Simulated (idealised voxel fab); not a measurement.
Process module in this document: voxel self aligned contacts
FYI the section here is cut, 285 nm wide, cells are 5 nm squares.
For the purposes of this document, a cross-section shall be understood as a grid of square cells, specified as bands listed in top-to-bottom order, each band consisting of one or more rows of cells.
Heights first: top, then bottom, in nm. Then materials, left to right, each with a width in nm. "edge to edge" on a single material: fills the band edge to edge. "empty": empty space.
Zero point of the height axis is 0; under it, received wafer = one material. Lowest band: continues down indefinitely, "top 0, no bottom".
A two-number width, for instance "30..40", indicates that the width is equal to the first number in the top row of the band and to the second number in the bottom row, and that it changes by a constant amount per row of cells.
No cell of the cross-section changed in a step that is given as "remained the same".
You'll see "Closed cavity list" listing empty spaces that have no way open to the top, as long as they're 8 cells or more; the notation is width x height at distance, where the distance is from the left edge, and all of it is in nm.
Text after the settings on a step's line: the simulator's own remark on that step.
Regarding "overlay nm": on a step with a mask, it is the distance the mask lay to the right of its planned place; a negative value places it to the left.

[Process steps - plan]
step 1: RECEIVE, material Si
step 2: OXIDIZE, depth nm 5
step 3: DIRECTIONAL_DEP, material polySi, thk nm 30
step 4: DIRECTIONAL_DEP, material SiN, thk nm 20
step 5: MASKED_ETCH, tone cover, mask id GATE, width nm 25, pitch nm 60, etch materials SiN, depth nm 20, overlay nm 0
step 6: MASKED_ETCH, tone cover, mask id GATE, width nm 25, pitch nm 60, etch materials polySi, depth nm 30, overlay nm 0
step 7: CONFORMAL_DEP, material SiN, thk nm 5
step 8: DIRECTIONAL_ETCH, etch materials SiN, depth nm 5
step 9: FILL_DEP, material SiO2, thk nm 15
step 10: CMP, height nm 60
step 11: DIRECTIONAL_DEP, material aC, thk nm 10
step 12: PATTERN, tone open, mask id CONTACT, material resist, width nm 45, thk nm 30, overlay nm 0
step 13: DIRECTIONAL_ETCH, etch materials aC, depth nm 10
step 14: STRIP, etch materials resist
step 15: DIRECTIONAL_ETCH, etch materials SiO2, depth nm 65
step 16: STRIP, etch materials aC
step 17: CONFORMAL_DEP, material TiN, thk nm 5
step 18: FILL_DEP, material W, thk nm 10
step 19: CMP, height nm 60
step 20: CONFORMAL_DEP, material SiCN, thk nm 5

[Wafer cross-section on receipt, i.e. after step 1]
* top 0, no bottom  Si edge to edge
* Closed cavity list: none

[Final cross-section, module run with one mistake (start and plan as above)]
* top 65, bottom 60  SiCN edge to edge
* top 60, bottom 50  SiO2 120, TiN 5..15, W 35..15, TiN 5..15, SiO2 120
* top 50, bottom 30  SiO2 95, SiN 35, TiN 5, W 15, TiN 5, SiN 35, SiO2 95
* top 30, bottom 15  SiO2 95, SiN 5, polySi 25, SiN 5, TiN 5, W 15, TiN 5, SiN 5, polySi 25, SiN 5, SiO2 95
* top 15, bottom 10  SiO2 95, SiN 5, polySi 25, SiN 5, TiN 25, SiN 5, polySi 25, SiN 5, SiO2 95
* top 10, bottom 0  polySi edge to edge
* top 0, bottom -5  SiO2 edge to edge
* top -5, no bottom  Si edge to edge
* Closed cavity list: none
Want to know what went wrong? it should be noted that step 6 was executed with settings other than those planned, the operation and settings actually applied being MASKED_ETCH, tone cover, mask id GATE, width nm 25, pitch nm 60, etch materials polySi, depth nm 20, overlay nm 0
